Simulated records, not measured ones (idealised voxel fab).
The document below concerns the process module designated voxel spacer lines.
Xsec cut, 220 nm wide, square cell size 5 nm.
Cross-sections here: square-cell grids, written as top-down lists of bands, a band being one or more rows of cells.
Look at the band entry: it leads with the top's height and the bottom's height in nm. Then it lists the materials left to right, with a width in nm for each. The word "all across" on a single material says that material fills the band edge to edge. The word "air" is empty space.
A quick word on heights: they are counted from 0, and under that level the wafer as it came to us is one material throughout. The lowest band is different from the rest in having no bottom; it simply continues downward, written as in "0 -> down".
A width given as "30->40" starts at the first number in the band's top row and ends at the second number in its bottom row, shifting by an equal amount at every step from row to row.
Reading "remained unchanged" for a step: not a cell of the cross-section changed in it.
In the "Entrapped void list" entry, you get each enclosed empty space of 8 cells or more, one with no open way to the top, written width x height at distance, distance from the left edge, in nm.
after a step's settings: what the simulator itself notes on the step
You can add "overlay nm" to a step's line. For a step with a mask, it describes how far the mask lay to the right of its planned position, and a negative number describes a lay to the left.
Steps planned for the process:
| 1 | RECEIVE,material Si |
| 2 | CONFORMAL_DEP,material Al2O3,thk nm 5 |
| 3 | DIRECTIONAL_DEP,material polySi,thk nm 15 |
| 4 | DIRECTIONAL_DEP,material aC,thk nm 30 |
| 5 | PATTERN,tone cover,mask id MANDREL,material resist,width nm 25,pitch nm 80,thk nm 40,overlay nm 0 |
| 6 | DIRECTIONAL_ETCH,etch materials aC,depth nm 30 |
| 7 | STRIP,etch materials resist |
| 8 | CONFORMAL_DEP,material SiN,thk nm 15 |
| 9 | DIRECTIONAL_ETCH,etch materials SiN,depth nm 15 |
| 10 | STRIP,etch materials aC |
| 11 | DIRECTIONAL_ETCH,etch materials polySi,depth nm 15 |
| 12 | STRIP,etch materials SiN |
Cross-sectional view of the wafer in its as-received condition, corresponding to the state after step 1:
	0 -> down: Si all across
	Entrapped void list: none
Cross-sectional image of the first of two wafers at the end of the module, the run having proceeded as planned:
	20 -> 5: polySi (15)  air (25)  polySi (15)  air (25)  polySi (15)  air (25)  polySi (15)  air (25)  polySi (15)  air (25)  polySi (15)  air (5)
	5 -> 0: Al2O3 all across
	0 -> down: Si all across
	Entrapped void list: none
What the second wafer looks like in cross-section once the module is done. Its start and its plan matched the first wafer's exactly; what differed was one mistake in how it was run:
	50 -> 20: air (15)  aC (25)  air (55)  aC (25)  air (55)  aC (25)  air (20)
	20 -> 5: air (15)  polySi (25)  air (55)  polySi (25)  air (55)  polySi (25)  air (20)
	5 -> 0: Al2O3 all across
	0 -> down: Si all across
	Entrapped void list: none
Error vs. plan: step 10 was processed under conditions differing from the plan, specifically as STRIP,etch materials SiN
It is noted that, at the conclusion of processing, the second wafer exhibits a higher or lower cell count for certain materials relative to the first: aC: 90 more; polySi: 9 fewer
